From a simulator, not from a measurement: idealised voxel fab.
process module | voxel double patterning
cross-section cut | 225 nm wide | cells 5 nm
A cross-section is a grid of square cells, given in bands from the top down. A band is one or more rows of cells.
Each band's line starts with the height of the band's top and of its bottom, in nm. Then come its materials from left to right, each with its width in nm. One material with "throughout" fills the band from edge to edge. "air" is empty space.
Height 0 is the level under which the wafer as received is all one material. The lowest band goes on downwards, as in "0 down".
A width such as "30 to 40" changes by the same amount from each row of cells to the next, from the band's top row to its bottom row.
"no change" after a step means that no cell of the cross-section changed.
closed voids: empty space of 8 cells or more with no open way to the top, each as width x height at its distance from the left edge, in nm
after a step's settings: what the simulator itself notes on the step
overlay nm, on a step with a mask: how far to the right of its planned place the mask lay; to the left if negative
plan
1 op RECEIVE | material Si
2 op CONFORMAL_DEP | material SiO2 | thk nm 5
3 op DIRECTIONAL_DEP | material W | thk nm 20
4 op DIRECTIONAL_DEP | material SiCN | thk nm 10
5 op DIRECTIONAL_DEP | material aC | thk nm 15
6 op PATTERN | tone open | mask id FIRST | material resist | width nm 15 | pitch nm 50 | thk nm 35 | overlay nm 0
7 op DIRECTIONAL_ETCH | etch materials aC | depth nm 15
8 op STRIP | etch materials resist
9 op DIRECTIONAL_ETCH | etch materials SiCN | depth nm 10
10 op STRIP | etch materials aC
11 op DIRECTIONAL_DEP | material aC | thk nm 10
12 op PATTERN | tone open | mask id SECOND | material resist | width nm 15 | thk nm 25 | overlay nm 0
13 op DIRECTIONAL_ETCH | etch materials aC | depth nm 10
14 op STRIP | etch materials resist
15 op DIRECTIONAL_ETCH | etch materials SiCN | depth nm 10
16 op STRIP | etch materials aC
17 op DIRECTIONAL_ETCH | etch materials W | depth nm 20
18 op STRIP | etch materials SiCN
as received, after step 1
  0 down: Si throughout
  closed voids: none
a wafer at the end: this start, this plan, one mistake
  25 to 5: W 75 | air 15 | W 15 | air 15 | W 5 | air 15 | W 85
  5 to 0: SiO2 throughout
  0 down: Si throughout
  closed voids: none
what went wrong: step 6 ran as: op PATTERN | tone open | mask id FIRST | material resist | width nm 15 | pitch nm 50 | thk nm 35 | overlay nm -5
